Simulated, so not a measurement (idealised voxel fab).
process module | voxel wiring stack
cross-section cut | 165 nm wide | cells 5 nm
A cross-section is a grid of square cells, given in bands from the top down. A band is one or more rows of cells.
Each band's line starts with the height of the band's top and of its bottom, in nm. Then come its materials from left to right, each with its width in nm. One material with "throughout" fills the band from edge to edge. "air" is empty space.
Height 0 is the level under which the wafer as received is all one material. The lowest band goes on downwards, as in "0 down".
A width such as "30 to 40" changes by the same amount from each row of cells to the next, from the band's top row to its bottom row.
"no change" after a step means that no cell of the cross-section changed.
closed voids: empty space of 8 cells or more with no open way to the top, each as width x height at its distance from the left edge, in nm
after a step's settings: what the simulator itself notes on the step
overlay nm, on a step with a mask: how far to the right of its planned place the mask lay; to the left if negative
plan
1 op RECEIVE | material Si
2 op CONFORMAL_DEP | material SiO2 | thk nm 15
3 op CONFORMAL_DEP | material SiCN | thk nm 5
4 op DIRECTIONAL_DEP | material SiO2 | thk nm 20
5 op PATTERN | tone open | mask id METAL_1 | material resist | width nm 25 | pitch nm 50 | thk nm 20 | overlay nm 0
6 op DIRECTIONAL_ETCH | etch materials SiO2 | depth nm 20
7 op DIRECTIONAL_ETCH | etch materials SiCN | depth nm 5
8 op STRIP | etch materials resist
9 op CONFORMAL_DEP | material TiN | thk nm 5
10 op FILL_DEP | material Cu | thk nm 10
11 op CMP | height nm 40
12 op EPI | material Ru | thk nm 5
13 op FILL_DEP | material SiCN | thk nm 5
14 op DIRECTIONAL_DEP | material SiO2 | thk nm 15
15 op DIRECTIONAL_DEP | material aC | thk nm 10
16 op PATTERN | tone open | mask id PLUG_1 | material resist | width nm 15 | thk nm 25 | overlay nm 0
17 op DIRECTIONAL_ETCH | etch materials aC | depth nm 10
18 op STRIP | etch materials resist
19 op DIRECTIONAL_ETCH | etch materials SiO2 | depth nm 15
20 op DIRECTIONAL_ETCH | etch materials SiCN | depth nm 5
21 op STRIP | etch materials aC
22 op CONFORMAL_DEP | material TiN | thk nm 5
23 op FILL_DEP | material Cu | thk nm 5
24 op CMP | height nm 65
25 op DIRECTIONAL_DEP | material TiN | thk nm 5
26 op DIRECTIONAL_DEP | material W | thk nm 15
27 op MASKED_ETCH | tone cover | mask id METAL_2 | width nm 25 | pitch nm 50 | etch materials W | depth nm 15 | overlay nm 0
28 op MASKED_ETCH | tone cover | mask id METAL_2 | width nm 25 | pitch nm 50 | etch materials TiN | depth nm 5 | overlay nm 0
29 op FILL_DEP | material lowk | thk nm 10
30 op CMP | height nm 85
31 op CONFORMAL_DEP | material SiCN | thk nm 5
32 op DIRECTIONAL_DEP | material lowk | thk nm 25
33 op DIRECTIONAL_DEP | material aC | thk nm 10
34 op PATTERN | tone open | mask id METAL_3_HOLES | material resist | width nm 15 | thk nm 30 | overlay nm 0
35 op DIRECTIONAL_ETCH | etch materials aC | depth nm 10
36 op STRIP | etch materials resist
37 op DIRECTIONAL_ETCH | etch materials lowk | depth nm 25
38 op STRIP | etch materials aC
39 op MASKED_ETCH | tone open | mask id METAL_3 | width nm 25 | pitch nm 50 | etch materials lowk | depth nm 15 | overlay nm 0
40 op MASKED_ETCH | tone open | mask id METAL_3 | width nm 25 | pitch nm 50 | etch materials SiCN | depth nm 5 | overlay nm 0
41 op CONFORMAL_DEP | material TiN | thk nm 5
42 op FILL_DEP | material Ru | thk nm 5
43 op CMP | height nm 115
44 op CONFORMAL_DEP | material SiCN | thk nm 5
45 op DIRECTIONAL_DEP | material SiO2 | thk nm 30
46 op DIRECTIONAL_DEP | material aC | thk nm 15
47 op PATTERN | tone open | mask id METAL_4_HOLES | material resist | width nm 15 | pitch nm 50 | thk nm 30 | overlay nm 0
48 op DIRECTIONAL_ETCH | etch materials aC | depth nm 15
49 op STRIP | etch materials resist
50 op DIRECTIONAL_ETCH | etch materials SiO2 | depth nm 30
51 op STRIP | etch materials aC
52 op DIRECTIONAL_DEP | material aC | thk nm 15
53 op PATTERN | tone open | mask id METAL_4 | material resist | width nm 25 | pitch nm 50 | thk nm 30 | overlay nm 0
54 op DIRECTIONAL_ETCH | etch materials aC | depth nm 15
55 op STRIP | etch materials resist
56 op DIRECTIONAL_ETCH | etch materials SiO2 | depth nm 15
57 op DIRECTIONAL_ETCH | etch materials SiCN | depth nm 5
58 op STRIP | etch materials aC
59 op CONFORMAL_DEP | material TiN | thk nm 5
60 op FILL_DEP | material Cu | thk nm 5
61 op CMP | height nm 150
62 op CONFORMAL_DEP | material SiN | thk nm 5
as received, after step 1
  0 down: Si throughout
  closed voids: none
first wafer at the end, as planned
  155 to 150: SiN throughout
  150 to 140: SiO2 45 | TiN 5 | Cu 15 | TiN 5 | SiO2 25 | TiN 5 | Cu 15 | TiN 5 | SiO2 45
  140 to 135: SiO2 45 | TiN 5 | Cu 5 | TiN 15 | SiO2 25 | TiN 5 | Cu 5 | TiN 15 | SiO2 45
  135 to 120: SiO2 45 | TiN 5 | Cu 5 | TiN 5 | SiO2 35 | TiN 5 | Cu 5 | TiN 5 | SiO2 55
  120 to 115: SiCN 45 | TiN 15 | SiCN 35 | TiN 15 | SiCN 55
  115 to 105: lowk 45 | TiN 5 | Ru 15 | TiN 5 | lowk 25 | TiN 5 | Ru 15 | TiN 5 | lowk 45
  105 to 100: lowk 45 | TiN 5 | Ru 5 | TiN 15 | lowk 25 | TiN 25 | lowk 45
  100 to 90: lowk 45 | TiN 5 | Ru 5 | TiN 5 | lowk 105
  90 to 85: SiCN 45 | TiN 15 | SiCN 105
  85 to 70: lowk 45 | W 25 | lowk 25 | W 25 | lowk 45
  70 to 65: lowk 45 | TiN 25 | lowk 25 | TiN 25 | lowk 45
  65 to 50: SiO2 45 | TiN 5 | Cu 5 | TiN 5 | SiO2 105
  50 to 45: SiCN 45 | TiN 15 | SiCN 105
  45 to 40: SiCN 40 | Ru 35 | SiCN 15 | Ru 35 | SiCN 40
  40 to 20: SiO2 45 | TiN 5 | Cu 15 | TiN 5 | SiO2 25 | TiN 5 | Cu 15 | TiN 5 | SiO2 45
  20 to 15: SiCN 45 | TiN 25 | SiCN 25 | TiN 25 | SiCN 45
  15 to 0: SiO2 throughout
  0 down: Si throughout
  closed voids: none
second wafer at the end: like start, like plan, one mistake
  155 to 150: SiN throughout
  150 to 140: SiO2 45 | TiN 5 | Cu 15 | TiN 5 | SiO2 25 | TiN 5 | Cu 15 | TiN 5 | SiO2 45
  140 to 135: SiO2 45 | TiN 5 | Cu 5 | TiN 15 | SiO2 25 | TiN 5 | Cu 5 | TiN 15 | SiO2 45
  135 to 120: SiO2 45 | TiN 5 | Cu 5 | TiN 5 | SiO2 35 | TiN 5 | Cu 5 | TiN 5 | SiO2 55
  120 to 115: SiCN 45 | TiN 15 | SiCN 35 | TiN 15 | SiCN 55
  115 to 105: lowk 45 | TiN 5 | Ru 15 | TiN 5 | lowk 25 | TiN 5 | Ru 15 | TiN 5 | lowk 45
  105 to 100: lowk 45 | TiN 5 | Ru 5 | TiN 15 | lowk 25 | TiN 25 | lowk 45
  100 to 90: lowk 45 | TiN 5 | Ru 5 | TiN 5 | lowk 105
  90 to 85: SiCN 45 | TiN 15 | SiCN 105
  85 to 70: lowk 45 | W 25 | lowk 25 | W 25 | lowk 45
  70 to 65: lowk 45 | TiN 25 | lowk 25 | TiN 25 | lowk 45
  65 to 60: Cu 35 | TiN 15 | Cu 5 | TiN 25 | Cu 5 | TiN 45 | Cu 35
  60 to 55: TiN 40 | SiO2 5 | TiN 5 | Cu 5 | TiN 5 | SiO2 15 | TiN 15 | SiO2 35 | TiN 40
  55 to 50: SiO2 45 | TiN 5 | Cu 5 | TiN 5 | SiO2 105
  50 to 45: SiO2 45 | TiN 15 | SiO2 105
  45 to 40: SiO2 40 | Ru 35 | SiO2 15 | Ru 35 | SiO2 40
  40 to 20: SiO2 45 | TiN 5 | Cu 15 | TiN 5 | SiO2 25 | TiN 5 | Cu 15 | TiN 5 | SiO2 45
  20 to 15: SiCN 45 | TiN 25 | SiCN 25 | TiN 25 | SiCN 45
  15 to 0: SiO2 throughout
  0 down: Si throughout
  closed voids: none
what went wrong: step 13 was left out
at the end the second wafer has, in cells: 15 more of Cu | 49 fewer of SiCN | 34 more of TiN
